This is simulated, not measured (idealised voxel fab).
process module | voxel plated lines
cross-section cut | 185 nm wide | cells 5 nm
A cross-section is a grid of square cells, given in bands from the top down. A band is one or more rows of cells.
Each band's line starts with the height of the band's top and of its bottom, in nm. Then come its materials from left to right, each with its width in nm. One material with "throughout" fills the band from edge to edge. "air" is empty space.
Height 0 is the level under which the wafer as received is all one material. The lowest band goes on downwards, as in "0 down".
A width such as "30 to 40" changes by the same amount from each row of cells to the next, from the band's top row to its bottom row.
"no change" after a step means that no cell of the cross-section changed.
closed voids: empty space of 8 cells or more with no open way to the top, each as width x height at its distance from the left edge, in nm
after a step's settings: what the simulator itself notes on the step
overlay nm, on a step with a mask: how far to the right of its planned place the mask lay; to the left if negative
plan
1 op RECEIVE | material Si
2 op CONFORMAL_DEP | material Al2O3 | thk nm 5
3 op DIRECTIONAL_DEP | material TiN | thk nm 5
4 op PATTERN | tone open | mask id LINES | material resist | width nm 20 | pitch nm 40 | thk nm 20 | overlay nm 0
5 op EPI | material Ru | thk nm 10
6 op STRIP | etch materials resist
7 op DIRECTIONAL_ETCH | etch materials TiN | depth nm 5
8 op CONFORMAL_DEP | material SiN | thk nm 5
varied across the wafers: thk nm of step 3. The plan shows the first wafer's value. All wafers start alike
first wafer as received, after step 1
  0 down: Si throughout
  closed voids: none
each wafer at the end: cells of each material gained (+) or lost (-) since it was received, then its closed voids
thk nm 5 | +37 Al2O3 | +16 Ru | +49 SiN | +8 TiN | closed voids: none
thk nm 10 | +37 Al2O3 | +16 Ru | +49 SiN | +45 TiN | closed voids: none
thk nm 15 | +37 Al2O3 | +16 Ru | +49 SiN | +82 TiN | closed voids: none
thk nm 20 | +37 Al2O3 | +16 Ru | +49 SiN | +119 TiN | closed voids: none
